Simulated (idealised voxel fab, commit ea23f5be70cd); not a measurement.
Process module, titled voxel self aligned contacts
In the cross-section labelled cut, the width is 300 nm and each square cell is 5 nm.
Cross-section layout: square cells on a grid; listed as bands, top to bottom; a band spans one or more cell rows.
Heights first: top, then bottom, in nm. Then materials, left to right, each with a width in nm. "edge to edge" on a single material: fills the band edge to edge. "empty": empty space.
All heights in this document are referenced to 0, defined as the level beneath which the wafer, as received, consists entirely of one material. The lowest band is not bounded below; it extends indefinitely downward and is written in the form "z 0 and below".
Read "30..40" as a graded width: first number on top, second number at the bottom, same change between each pair of neighbouring rows.
What does "nothing changed" mean for a step? It means no cell of the cross-section changed in that step.
Entry "Trapped void list". Content: empty spaces with no open connection to the top, size 8 cells or greater. Each: width x height at distance. Distance: from left edge. Unit: nm.
If you see something after the settings on a step's line, that's the simulator's own remark about that step.
On any step carrying a mask, the "overlay nm" setting, if present on the step's line, tells how far right of its planned place the mask lay; negative values point to the left.
-- So here's the lineup of process steps we planned
1,RECEIVE, material Si
2,CONFORMAL_DEP, material SiO2, thk nm 5
3,DIRECTIONAL_DEP, material polySi, thk nm 20
4,DIRECTIONAL_DEP, material SiN, thk nm 15
5,PATTERN, tone cover, mask id GATE, material resist, width nm 25, pitch nm 60, thk nm 15, overlay nm 0
6,DIRECTIONAL_ETCH, etch materials SiN, depth nm 15
7,DIRECTIONAL_ETCH, etch materials polySi, depth nm 20
8,STRIP, etch materials resist
9,CONFORMAL_DEP, material SiN, thk nm 5
10,DIRECTIONAL_ETCH, etch materials SiN, depth nm 5
11,FILL_DEP, material SiO2, thk nm 15
12,CMP, height nm 50
13,PATTERN, tone open, mask id CONTACT, material resist, width nm 45, pitch nm 60, thk nm 15, overlay nm 0
14,DIRECTIONAL_ETCH, etch materials SiO2, depth nm 50
15,STRIP, etch materials resist
16,CONFORMAL_DEP, material TiN, thk nm 5
17,FILL_DEP, material W, thk nm 10
18,CMP, height nm 50
19,CONFORMAL_DEP, material SiCN, thk nm 5
-- First out of two wafers; run went to plan
-- Incoming wafer, cross-sectional view, post step 1
    z 0 and below  Si edge to edge
    Trapped void list: none
-- The wafer, seen in cross-section, after step 2
    z 5 to 0  SiO2 edge to edge
    below 0: unchanged
-- The wafer, seen in cross-section, after step 3
    z 25 to 5  polySi edge to edge
    below 5: unchanged
-- The wafer, seen in cross-section, after step 4
    z 40 to 25  SiN edge to edge
    below 25: unchanged
-- The wafer, seen in cross-section, after step 5
    z 55 to 40  empty 75 / resist 25 / empty 35 / resist 25 / empty 35 / resist 25 / empty 80
    below 40: unchanged
-- The wafer, seen in cross-section, after step 6
    z 55 to 40  empty 75 / resist 25 / empty 35 / resist 25 / empty 35 / resist 25 / empty 80
    z 40 to 25  empty 75 / SiN 25 / empty 35 / SiN 25 / empty 35 / SiN 25 / empty 80
    below 25: unchanged
-- The wafer, seen in cross-section, after step 7
    z 55 to 40  empty 75 / resist 25 / empty 35 / resist 25 / empty 35 / resist 25 / empty 80
    z 40 to 25  empty 75 / SiN 25 / empty 35 / SiN 25 / empty 35 / SiN 25 / empty 80
    z 25 to 5  empty 75 / polySi 25 / empty 35 / polySi 25 / empty 35 / polySi 25 / empty 80
    below 5: unchanged
-- The wafer, seen in cross-section, after step 8
    z 40 to 25  empty 75 / SiN 25 / empty 35 / SiN 25 / empty 35 / SiN 25 / empty 80
    below 25: unchanged
-- The wafer, seen in cross-section, after step 9
    z 45 to 25  empty 70 / SiN 35 / empty 25 / SiN 35 / empty 25 / SiN 35 / empty 75
    z 25 to 10  empty 70 / SiN 5 / polySi 25 / SiN 5 / empty 25 / SiN 5 / polySi 25 / SiN 5 / empty 25 / SiN 5 / polySi 25 / SiN 5 / empty 75
    z 10 to 5  SiN 75 / polySi 25 / SiN 35 / polySi 25 / SiN 35 / polySi 25 / SiN 80
    below 5: unchanged
-- The wafer, seen in cross-section, after step 10
    z 40 to 25  empty 70 / SiN 35 / empty 25 / SiN 35 / empty 25 / SiN 35 / empty 75
    z 25 to 5  empty 70 / SiN 5 / polySi 25 / SiN 5 / empty 25 / SiN 5 / polySi 25 / SiN 5 / empty 25 / SiN 5 / polySi 25 / SiN 5 / empty 75
    below 5: unchanged
-- The wafer, seen in cross-section, after step 11
    z 55 to 40  SiO2 edge to edge
    z 40 to 25  SiO2 70 / SiN 35 / SiO2 25 / SiN 35 / SiO2 25 / SiN 35 / SiO2 75
    z 25 to 5  SiO2 70 / SiN 5 / polySi 25 / SiN 5 / SiO2 25 / SiN 5 / polySi 25 / SiN 5 / SiO2 25 / SiN 5 / polySi 25 / SiN 5 / SiO2 75
    below 5: unchanged
-- The wafer, seen in cross-section, after step 12
    z 50 to 40  SiO2 edge to edge
    below 40: unchanged
-- The wafer, seen in cross-section, after step 13
    z 65 to 50  resist 95 / empty 45 / resist 15 / empty 45 / resist 100
    below 50: unchanged
-- The wafer, seen in cross-section, after step 14
    z 65 to 50  resist 95 / empty 45 / resist 15 / empty 45 / resist 100
    z 50 to 40  SiO2 95 / empty 45 / SiO2 15 / empty 45 / SiO2 100
    z 40 to 25  SiO2 70 / SiN 35 / empty 25 / SiN 35 / empty 25 / SiN 35 / SiO2 75
    z 25 to 5  SiO2 70 / SiN 5 / polySi 25 / SiN 5 / empty 25 / SiN 5 / polySi 25 / SiN 5 / empty 25 / SiN 5 / polySi 25 / SiN 5 / SiO2 75
    z 5 to 0  SiO2 105 / empty 25 / SiO2 35 / empty 25 / SiO2 110
    below 0: unchanged
-- The wafer, seen in cross-section, after step 15
    z 50 to 40  SiO2 95 / empty 45 / SiO2 15 / empty 45 / SiO2 100
    below 40: unchanged
-- The wafer, seen in cross-section, after step 16
    z 55 to 50  TiN 100 / empty 35 / TiN 25 / empty 35 / TiN 105
    z 50 to 40  SiO2 95 / TiN 5..15 / empty 35..15 / TiN 5..15 / SiO2 15 / TiN 5..15 / empty 35..15 / TiN 5..15 / SiO2 100
    z 40 to 25  SiO2 70 / SiN 35 / TiN 5 / empty 15 / TiN 5 / SiN 35 / TiN 5 / empty 15 / TiN 5 / SiN 35 / SiO2 75
    z 25 to 5  SiO2 70 / SiN 5 / polySi 25 / SiN 5 / TiN 5 / empty 15 / TiN 5 / SiN 5 / polySi 25 / SiN 5 / TiN 5 / empty 15 / TiN 5 / SiN 5 / polySi 25 / SiN 5 / SiO2 75
    z 5 to 0  SiO2 105 / TiN 25 / SiO2 35 / TiN 25 / SiO2 110
    below 0: unchanged
-- The wafer, seen in cross-section, after step 17
    z 65 to 55  W edge to edge
    z 55 to 50  TiN 100 / W 35 / TiN 25 / W 35 / TiN 105
    z 50 to 40  SiO2 95 / TiN 5..15 / W 35..15 / TiN 5..15 / SiO2 15 / TiN 5..15 / W 35..15 / TiN 5..15 / SiO2 100
    z 40 to 25  SiO2 70 / SiN 35 / TiN 5 / W 15 / TiN 5 / SiN 35 / TiN 5 / W 15 / TiN 5 / SiN 35 / SiO2 75
    z 25 to 5  SiO2 70 / SiN 5 / polySi 25 / SiN 5 / TiN 5 / W 15 / TiN 5 / SiN 5 / polySi 25 / SiN 5 / TiN 5 / W 15 / TiN 5 / SiN 5 / polySi 25 / SiN 5 / SiO2 75
    below 5: unchanged
-- The wafer, seen in cross-section, after step 18
    z 50 to 40  SiO2 95 / TiN 5..15 / W 35..15 / TiN 5..15 / SiO2 15 / TiN 5..15 / W 35..15 / TiN 5..15 / SiO2 100
    below 40: unchanged
-- The wafer, seen in cross-section, after step 19
    z 55 to 50  SiCN edge to edge
    below 50: unchanged
-- Wafer two of the pair: same origin, same plan, one error during the run; identical to wafer one up to and including step 6
-- What the second wafer looks like in cross-section when step 7 should have wrapped up
    z 55 to 40  empty 75 / resist 25 / empty 35 / resist 25 / empty 35 / resist 25 / empty 80
    z 40 to 25  empty 75 / SiN 25 / empty 35 / SiN 25 / empty 35 / SiN 25 / empty 80
    z 25 to 15  empty 75 / polySi 25 / empty 35 / polySi 25 / empty 35 / polySi 25 / empty 80
    below 15: unchanged
-- What the second wafer looks like in cross-section when step 8 should have wrapped up
    z 40 to 25  empty 75 / SiN 25 / empty 35 / SiN 25 / empty 35 / SiN 25 / empty 80
    below 25: unchanged
-- What the second wafer looks like in cross-section when step 9 should have wrapped up
    z 45 to 25  empty 70 / SiN 35 / empty 25 / SiN 35 / empty 25 / SiN 35 / empty 75
    z 25 to 20  empty 70 / SiN 5 / polySi 25 / SiN 5 / empty 25 / SiN 5 / polySi 25 / SiN 5 / empty 25 / SiN 5 / polySi 25 / SiN 5 / empty 75
    z 20 to 15  SiN 75 / polySi 25 / SiN 35 / polySi 25 / SiN 35 / polySi 25 / SiN 80
    below 15: unchanged
-- What the second wafer looks like in cross-section when step 10 should have wrapped up
    z 40 to 25  empty 70 / SiN 35 / empty 25 / SiN 35 / empty 25 / SiN 35 / empty 75
    z 25 to 15  empty 70 / SiN 5 / polySi 25 / SiN 5 / empty 25 / SiN 5 / polySi 25 / SiN 5 / empty 25 / SiN 5 / polySi 25 / SiN 5 / empty 75
    below 15: unchanged
-- What the second wafer looks like in cross-section when step 11 should have wrapped up
    z 55 to 40  SiO2 edge to edge
    z 40 to 25  SiO2 70 / SiN 35 / SiO2 25 / SiN 35 / SiO2 25 / SiN 35 / SiO2 75
    z 25 to 15  SiO2 70 / SiN 5 / polySi 25 / SiN 5 / SiO2 25 / SiN 5 / polySi 25 / SiN 5 / SiO2 25 / SiN 5 / polySi 25 / SiN 5 / SiO2 75
    below 15: unchanged
-- What the second wafer looks like in cross-section when step 12 should have wrapped up
    z 50 to 40  SiO2 edge to edge
    below 40: unchanged
-- What the second wafer looks like in cross-section when step 13 should have wrapped up
    z 65 to 50  resist 95 / empty 45 / resist 15 / empty 45 / resist 100
    below 50: unchanged
-- What the second wafer looks like in cross-section when step 14 should have wrapped up
    z 65 to 50  resist 95 / empty 45 / resist 15 / empty 45 / resist 100
    z 50 to 40  SiO2 95 / empty 45 / SiO2 15 / empty 45 / SiO2 100
    z 40 to 25  SiO2 70 / SiN 35 / empty 25 / SiN 35 / empty 25 / SiN 35 / SiO2 75
    z 25 to 15  SiO2 70 / SiN 5 / polySi 25 / SiN 5 / empty 25 / SiN 5 / polySi 25 / SiN 5 / empty 25 / SiN 5 / polySi 25 / SiN 5 / SiO2 75
    below 15: unchanged
-- What the second wafer looks like in cross-section when step 15 should have wrapped up
    z 50 to 40  SiO2 95 / empty 45 / SiO2 15 / empty 45 / SiO2 100
    below 40: unchanged
-- What the second wafer looks like in cross-section when step 16 should have wrapped up
    z 55 to 50  TiN 100 / empty 35 / TiN 25 / empty 35 / TiN 105
    z 50 to 40  SiO2 95 / TiN 5..15 / empty 35..15 / TiN 5..15 / SiO2 15 / TiN 5..15 / empty 35..15 / TiN 5..15 / SiO2 100
    z 40 to 25  SiO2 70 / SiN 35 / TiN 5 / empty 15 / TiN 5 / SiN 35 / TiN 5 / empty 15 / TiN 5 / SiN 35 / SiO2 75
    z 25 to 20  SiO2 70 / SiN 5 / polySi 25 / SiN 5 / TiN 5 / empty 15 / TiN 5 / SiN 5 / polySi 25 / SiN 5 / TiN 5 / empty 15 / TiN 5 / SiN 5 / polySi 25 / SiN 5 / SiO2 75
    z 20 to 15  SiO2 70 / SiN 5 / polySi 25 / SiN 5 / TiN 25 / SiN 5 / polySi 25 / SiN 5 / TiN 25 / SiN 5 / polySi 25 / SiN 5 / SiO2 75
    below 15: unchanged
-- What the second wafer looks like in cross-section when step 17 should have wrapped up
    z 65 to 55  W edge to edge
    z 55 to 50  TiN 100 / W 35 / TiN 25 / W 35 / TiN 105
    z 50 to 40  SiO2 95 / TiN 5..15 / W 35..15 / TiN 5..15 / SiO2 15 / TiN 5..15 / W 35..15 / TiN 5..15 / SiO2 100
    z 40 to 25  SiO2 70 / SiN 35 / TiN 5 / W 15 / TiN 5 / SiN 35 / TiN 5 / W 15 / TiN 5 / SiN 35 / SiO2 75
    z 25 to 20  SiO2 70 / SiN 5 / polySi 25 / SiN 5 / TiN 5 / W 15 / TiN 5 / SiN 5 / polySi 25 / SiN 5 / TiN 5 / W 15 / TiN 5 / SiN 5 / polySi 25 / SiN 5 / SiO2 75
    below 20: unchanged
-- What the second wafer looks like in cross-section when step 18 should have wrapped up
    z 50 to 40  SiO2 95 / TiN 5..15 / W 35..15 / TiN 5..15 / SiO2 15 / TiN 5..15 / W 35..15 / TiN 5..15 / SiO2 100
    below 40: unchanged
-- What the second wafer looks like in cross-section when step 19 should have wrapped up
    z 55 to 50  SiCN edge to edge
    below 50: unchanged
Misprocessing identified: it should be noted that step 7 was executed with settings other than those planned, the operation and settings actually applied being DIRECTIONAL_ETCH, etch materials polySi, depth nm 10
Wafer comparison, final, in cells, second relative to first, materials more or fewer: SiN: 12 fewer; SiO2: 48 fewer; TiN: 12 fewer; W: 18 fewer; polySi: 90 more
